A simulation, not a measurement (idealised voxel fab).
The process module that follows is named voxel ribs on slabs.
The width of the displayed cross-section, cut, is 185 nm; its cells are square, with a size of 5 nm.
Square cells in a grid make up a cross-section in this document, and the grid is given as bands, listed from the top down, each one or more rows of cells.
Band entry format. Leading values: height of top, height of bottom, nm. Remainder: materials in left-to-right order, each with its width in nm. Special words: "all across" on a single material, which then fills the band edge to edge; "air", empty space.
Height is counted from the level 0, under which the received wafer is composed throughout of one material. The lowest of the bands is not closed at the bottom but continues downward, in the notation "z 0 and below".
Think of "30..40" as a width that walks from the first number to the second as you go down the band, top row to bottom row, taking equal-sized steps from row to row.
What does "no alteration" mean for a step? It means no cell of the cross-section changed in that step.
You'll see "Closed voids list" listing empty spaces that have no way open to the top, as long as they're 8 cells or more; the notation is width x height at distance, where the distance is from the left edge, and all of it is in nm.
Post-settings text on a step line: simulator's own remark regarding the step.
"overlay nm" denotes, for a step that has a mask, the displacement of the mask to the right of its planned place, with negative values corresponding to the left.
### Here's what the planned process steps look like
step 1: RECEIVE | material Si
step 2: DIRECTIONAL_DEP | material SiO2 | thk nm 25
step 3: DIRECTIONAL_DEP | material polySi | thk nm 15
step 4: PATTERN | tone cover | mask id RIB | material resist | width nm 15 | thk nm 20 | overlay nm 0
step 5: DIRECTIONAL_ETCH | etch materials polySi | depth nm 5
step 6: STRIP | etch materials resist
step 7: PATTERN | tone cover | mask id SLAB | material resist | width nm 55 | thk nm 20 | overlay nm 0
step 8: DIRECTIONAL_ETCH | etch materials polySi | depth nm 10
step 9: STRIP | etch materials resist
step 10: FILL_DEP | material SiO2 | thk nm 20
step 11: CMP | height nm 50
step 12: DIRECTIONAL_DEP | material TiN | thk nm 5
step 13: PATTERN | tone cover | mask id HEATER | material resist | width nm 25 | thk nm 20 | overlay nm 0
step 14: DIRECTIONAL_ETCH | etch materials TiN | depth nm 5
step 15: STRIP | etch materials resist
step 16: CONFORMAL_DEP | material SiO2 | thk nm 5
### First of two wafers, processed according to plan
### Here's what the wafer looked like in cross-section when it arrived - that's after step 1
> z 0 and below  Si all across
> Closed voids list: none
### Presented here is a cross-section of the wafer after step 2 has been performed
> z 25 to 0  SiO2 all across
> At heights below 0, the structure remains unaltered.
### Presented here is a cross-section of the wafer after step 3 has been performed
> z 40 to 25  polySi all across
> At heights below 25, the structure remains unaltered.
### Presented here is a cross-section of the wafer after step 4 has been performed
> z 60 to 40  air 85, resist 15, air 85
> At heights below 40, the structure remains unaltered.
### Presented here is a cross-section of the wafer after step 5 has been performed
> z 60 to 40  air 85, resist 15, air 85
> z 40 to 35  air 85, polySi 15, air 85
> At heights below 35, the structure remains unaltered.
### Presented here is a cross-section of the wafer after step 6 has been performed
> z 40 to 35  air 85, polySi 15, air 85
> At heights below 35, the structure remains unaltered.
### Presented here is a cross-section of the wafer after step 7 has been performed
> z 60 to 40  air 65, resist 55, air 65
> z 40 to 35  air 65, resist 20, polySi 15, resist 20, air 65
> At heights below 35, the structure remains unaltered.
### Presented here is a cross-section of the wafer after step 8 has been performed
> z 60 to 40  air 65, resist 55, air 65
> z 40 to 35  air 65, resist 20, polySi 15, resist 20, air 65
> z 35 to 25  air 65, polySi 55, air 65
> At heights below 25, the structure remains unaltered.
### Presented here is a cross-section of the wafer after step 9 has been performed
> z 40 to 35  air 85, polySi 15, air 85
> At heights below 35, the structure remains unaltered.
### Presented here is a cross-section of the wafer after step 10 has been performed
> z 60 to 40  SiO2 all across
> z 40 to 35  SiO2 85, polySi 15, SiO2 85
> z 35 to 25  SiO2 65, polySi 55, SiO2 65
> At heights below 25, the structure remains unaltered.
### Presented here is a cross-section of the wafer after step 11 has been performed
> z 50 to 40  SiO2 all across
> At heights below 40, the structure remains unaltered.
### Presented here is a cross-section of the wafer after step 12 has been performed
> z 55 to 50  TiN all across
> At heights below 50, the structure remains unaltered.
### Presented here is a cross-section of the wafer after step 13 has been performed
> z 75 to 55  air 80, resist 25, air 80
> At heights below 55, the structure remains unaltered.
### Presented here is a cross-section of the wafer after step 14 has been performed
> z 75 to 55  air 80, resist 25, air 80
> z 55 to 50  air 80, TiN 25, air 80
> At heights below 50, the structure remains unaltered.
### Presented here is a cross-section of the wafer after step 15 has been performed
> z 55 to 50  air 80, TiN 25, air 80
> At heights below 50, the structure remains unaltered.
### Presented here is a cross-section of the wafer after step 16 has been performed
> z 60 to 55  air 75, SiO2 35, air 75
> z 55 to 50  SiO2 80, TiN 25, SiO2 80
> At heights below 50, the structure remains unaltered.
### The second wafer began exactly as the first did and followed the same plan, but one mistake was made while running it; through step 2 inclusive, the two wafers are identical
### Cross-section of the second wafer corresponding to the planned conclusion of step 3
> z 45 to 25  air 85, resist 15, air 85
> At heights below 25, the structure remains unaltered.
### Cross-section of the second wafer corresponding to the planned conclusion of step 4
> z 60 to 45  air 85, polySi 15, air 85
> z 45 to 40  air 85, resist 15, air 85
> z 40 to 25  polySi 85, resist 15, polySi 85
> At heights below 25, the structure remains unaltered.
### Cross-section of the second wafer corresponding to the planned conclusion of step 5
> z 55 to 45  air 85, polySi 15, air 85
> z 45 to 35  air 85, resist 15, air 85
> At heights below 35, the structure remains unaltered.
### Cross-section of the second wafer corresponding to the planned conclusion of step 6
> z 35 to 25  polySi 85, air 15, polySi 85
> At heights below 25, the structure remains unaltered.
### Cross-section of the second wafer corresponding to the planned conclusion of step 7
> z 55 to 35  air 65, resist 55, air 65
> z 35 to 25  polySi 85, resist 15, polySi 85
> At heights below 25, the structure remains unaltered.
### Cross-section of the second wafer corresponding to the planned conclusion of step 8
> z 55 to 35  air 65, resist 55, air 65
> z 35 to 25  air 65, polySi 20, resist 15, polySi 20, air 65
> At heights below 25, the structure remains unaltered.
### Cross-section of the second wafer corresponding to the planned conclusion of step 9
> z 35 to 25  air 65, polySi 20, air 15, polySi 20, air 65
> At heights below 25, the structure remains unaltered.
### Cross-section of the second wafer corresponding to the planned conclusion of step 10
> z 55 to 35  SiO2 all across
> z 35 to 25  SiO2 65, polySi 20, SiO2 15, polySi 20, SiO2 65
> At heights below 25, the structure remains unaltered.
### Cross-section of the second wafer corresponding to the planned conclusion of step 11
> z 50 to 35  SiO2 all across
> At heights below 35, the structure remains unaltered.
### Cross-section of the second wafer corresponding to the planned conclusion of step 12
> z 55 to 50  TiN all across
> At heights below 50, the structure remains unaltered.
### Cross-section of the second wafer corresponding to the planned conclusion of step 13
> z 75 to 55  air 80, resist 25, air 80
> At heights below 55, the structure remains unaltered.
### Cross-section of the second wafer corresponding to the planned conclusion of step 14
> z 75 to 55  air 80, resist 25, air 80
> z 55 to 50  air 80, TiN 25, air 80
> At heights below 50, the structure remains unaltered.
### Cross-section of the second wafer corresponding to the planned conclusion of step 15
> z 55 to 50  air 80, TiN 25, air 80
> At heights below 50, the structure remains unaltered.
### Cross-section of the second wafer corresponding to the planned conclusion of step 16
> z 60 to 55  air 75, SiO2 35, air 75
> z 55 to 50  SiO2 80, TiN 25, SiO2 80
> At heights below 50, the structure remains unaltered.
What went wrong in running the wafer? ran 3 and 4 in swapped order versus the plan
Final wafer comparison in cells, second versus first, more or fewer per material: +9 SiO2, -9 polySi
